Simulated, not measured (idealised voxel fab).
Process module, titled voxel trench capacitor
Square cell edge 5 nm, section width 270 nm, ID cut.
Cross-section format: a grid of square cells, given as bands from top to bottom; each band is one or more rows of cells. A band entry consists of two parts. The first gives the height of the band's top and the height of its bottom, in nm. The rest lists the band's materials from left to right, each with its width in nm. A single material labelled with the word "edge to edge" fills the band from edge to edge, and the word "empty" marks empty space. Height is counted from the level 0, under which the received wafer is composed throughout of one material. The lowest of the bands is not closed at the bottom but continues downward, in the notation "from 0 down". A two-number width, for instance "30..40", indicates that the width is equal to the first number in the top row of the band and to the second number in the bottom row, and that it changes by a constant amount per row of cells. Where a step carries "nothing different", the cross-section came out of it unchanged, cell for cell. "Closed cavity list" lists enclosed empty spaces (at least 8 cells, no open path upward to the top), each as width x height at distance from the left edge, in nm. The remark found on a step's line after its settings is issued by the simulator itself and pertains to that step. overlay nm: where the mask lay relative to plan, measured to the right, on steps with a mask; negatives go left.
# Steps planned for the process
1,op RECEIVE | material Si
2,op CONFORMAL_DEP | material SiN | thk nm 10
3,op MASKED_ETCH | tone open | mask id TRENCH | width nm 30 | pitch nm 60 | etch materials SiN | depth nm 10 | overlay nm 0
4,op MASKED_ETCH | tone open | mask id TRENCH | width nm 30 | pitch nm 60 | etch materials Si | depth nm 40 | overlay nm 0
5,op CONFORMAL_DEP | material Al2O3 | thk nm 5
6,op CONFORMAL_DEP | material TiN | thk nm 5
7,op FILL_DEP | material W | thk nm 5
8,op CMP | height nm 10
# Cross-section of the wafer at receipt, which is the condition after step 1
  from 0 down: Si edge to edge
  Closed cavity list: none
# first wafer at the end, as planned
  from 10 to 0: SiN (60), Al2O3 (5), TiN (5), W (10), TiN (5), Al2O3 (5), SiN (30), Al2O3 (5), TiN (5), W (10), TiN (5), Al2O3 (5), SiN (30), Al2O3 (5), TiN (5), W (10), TiN (5), Al2O3 (5), SiN (60)
  from 0 to -30: Si (60), Al2O3 (5), TiN (5), W (10), TiN (5), Al2O3 (5), Si (30), Al2O3 (5), TiN (5), W (10), TiN (5), Al2O3 (5), Si (30), Al2O3 (5), TiN (5), W (10), TiN (5), Al2O3 (5), Si (60)
  from -30 to -35: Si (60), Al2O3 (5), TiN (20), Al2O3 (5), Si (30), Al2O3 (5), TiN (20), Al2O3 (5), Si (30), Al2O3 (5), TiN (20), Al2O3 (5), Si (60)
  from -35 to -40: Si (60), Al2O3 (30), Si (30), Al2O3 (30), Si (30), Al2O3 (30), Si (60)
  from -40 down: Si edge to edge
  Closed cavity list: none
# Second of two wafers, module complete, sectioned: it shares the first wafer's start and plan but was run with one mistake
  from 10 to 0: SiN (55), Al2O3 (5..10), TiN (10..5), W (5), TiN (5), Al2O3 (5), SiN (30), Al2O3 (5..10), TiN (10..5), W (5), TiN (5), Al2O3 (5), SiN (30), Al2O3 (5..10), TiN (10..5), W (5), TiN (5), Al2O3 (5), SiN (65)
  from 0 to -30: Si (60), Al2O3 (5), TiN (5), W (5), TiN (5), Al2O3 (5), Si (35), Al2O3 (5), TiN (5), W (5), TiN (5), Al2O3 (5), Si (35), Al2O3 (5), TiN (5), W (5), TiN (5), Al2O3 (5), Si (65)
  from -30 to -35: Si (60), Al2O3 (5), TiN (15), Al2O3 (5), Si (35), Al2O3 (5), TiN (15), Al2O3 (5), Si (35), Al2O3 (5), TiN (15), Al2O3 (5), Si (65)
  from -35 to -40: Si (60), Al2O3 (25), Si (35), Al2O3 (25), Si (35), Al2O3 (25), Si (65)
  from -40 down: Si edge to edge
  Closed cavity list: none
Want to know what went wrong? note that step 3 departed from the planned setting and was carried out as op MASKED_ETCH | tone open | mask id TRENCH | width nm 30 | pitch nm 60 | etch materials SiN | depth nm 10 | overlay nm -5
Bottom line after processing is that, in cells, the second wafer is up or down on some materials versus the first: Si: 24 more | W: 24 fewer
